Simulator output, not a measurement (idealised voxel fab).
Module name: voxel capacitor over wiring (process module)
In the cross-section labelled cut, the width is 265 nm and each square cell is 5 nm.
Bands, listed from the top down, are how a cross-section gets written in this document; the cross-section itself is a grid of square cells, and a band is one or more rows of them.
Per band: top height and bottom height in nm, followed by the left-to-right materials and their widths in nm; "edge to edge" marks a single material spanning edge to edge, "air" marks empty space.
Zero point of the height axis is 0; under it, received wafer = one material. Lowest band: continues down indefinitely, "top 0, no bottom".
The notation "30->40" denotes a width that varies across the rows of cells in the band, beginning at the first number in the top row, finishing at the second number in the bottom row, and changing by an identical amount from each row to the next.
"stayed the same" for a step: no cell of the cross-section changed in that step.
In "Sealed void inventory" the enclosed voids are listed, meaning empty spaces of 8 cells or larger without any opening to the top. The form is width x height at distance, distance from the left edge, units nm.
Text after the settings on a step's line: the simulator's own remark on that step.
overlay nm: how far to the right of its planned place the mask lay on this masked step (negative: to the left).

**Below is the list of planned process steps**
1. RECEIVE | material Si
2. CONFORMAL_DEP | material SiO2 | thk nm 15
3. DIRECTIONAL_DEP | material TiN | thk nm 5
4. DIRECTIONAL_DEP | material W | thk nm 15
5. DIRECTIONAL_DEP | material aC | thk nm 10
6. PATTERN | tone cover | mask id METAL_1 | material resist | width nm 25 | pitch nm 90 | thk nm 25 | overlay nm 0
7. DIRECTIONAL_ETCH | etch materials aC | depth nm 5
8. STRIP | etch materials resist
9. DIRECTIONAL_ETCH | etch materials W | depth nm 15
10. DIRECTIONAL_ETCH | etch materials TiN | depth nm 5
11. STRIP | etch materials aC
12. CONFORMAL_DEP | material SiN | thk nm 5
13. FILL_DEP | material SiO2 | thk nm 5
14. CMP | height nm 35
15. CONFORMAL_DEP | material SiCN | thk nm 5
16. DIRECTIONAL_DEP | material lowk | thk nm 10
17. MASKED_ETCH | tone open | mask id PLUG_1 | width nm 15 | etch materials lowk | depth nm 10 | overlay nm 0
18. MASKED_ETCH | tone open | mask id PLUG_1 | width nm 15 | etch materials SiCN | depth nm 5 | overlay nm 0
19. CONFORMAL_DEP | material TiN | thk nm 5
20. FILL_DEP | material Cu | thk nm 5
21. CMP | height nm 50
22. DIRECTIONAL_DEP | material TiN | thk nm 10
23. DIRECTIONAL_DEP | material SiN | thk nm 5
24. DIRECTIONAL_DEP | material TiN | thk nm 10
25. MASKED_ETCH | tone cover | mask id UPPER_PLATE | width nm 70 | etch materials TiN | depth nm 10 | overlay nm 0
26. MASKED_ETCH | tone cover | mask id UPPER_PLATE | width nm 70 | etch materials SiN | depth nm 5 | overlay nm 0
27. DIRECTIONAL_DEP | material aC | thk nm 10
28. PATTERN | tone cover | mask id LOWER_PLATE | material resist | width nm 80 | thk nm 30 | overlay nm 0
29. DIRECTIONAL_ETCH | etch materials aC | depth nm 10
30. STRIP | etch materials resist
31. DIRECTIONAL_ETCH | etch materials TiN | depth nm 10
32. STRIP | etch materials aC
33. FILL_DEP | material SiO2 | thk nm 15
34. CMP | height nm 85
35. PATTERN | tone open | mask id PLUG_2 | material resist | width nm 15 | thk nm 15 | overlay nm 0
36. DIRECTIONAL_ETCH | etch materials SiO2 | depth nm 10
37. STRIP | etch materials resist
38. CONFORMAL_DEP | material TiN | thk nm 5
39. FILL_DEP | material W | thk nm 5
40. CMP | height nm 85
41. CONFORMAL_DEP | material SiCN | thk nm 5
The plan's step 7 depth nm is the first wafer's value; the wafers differ in this setting and start identical.

**The first of several wafers, as received after step 1, seen in section**
top 0, no bottom: Si edge to edge
Sealed void inventory: none

**Rows = wafers. At module end, each row lists per material the cells gained (+) or lost (-) since the wafer was received, then the closed voids**
depth nm 5, +2 Cu, +103 SiCN, +14 SiN, +450 SiO2, +125 TiN, +160 W, +100 lowk, Sealed void inventory: none
depth nm 10, +2 Cu, +103 SiCN, +69 SiN, +567 SiO2, +82 TiN, +31 W, +100 lowk, Sealed void inventory: none
depth nm 15, +2 Cu, +103 SiCN, +69 SiN, +567 SiO2, +82 TiN, +31 W, +100 lowk, Sealed void inventory: none
depth nm 20, +2 Cu, +103 SiCN, +69 SiN, +567 SiO2, +82 TiN, +31 W, +100 lowk, Sealed void inventory: none
depth nm 25, +2 Cu, +103 SiCN, +69 SiN, +567 SiO2, +82 TiN, +31 W, +100 lowk, Sealed void inventory: none
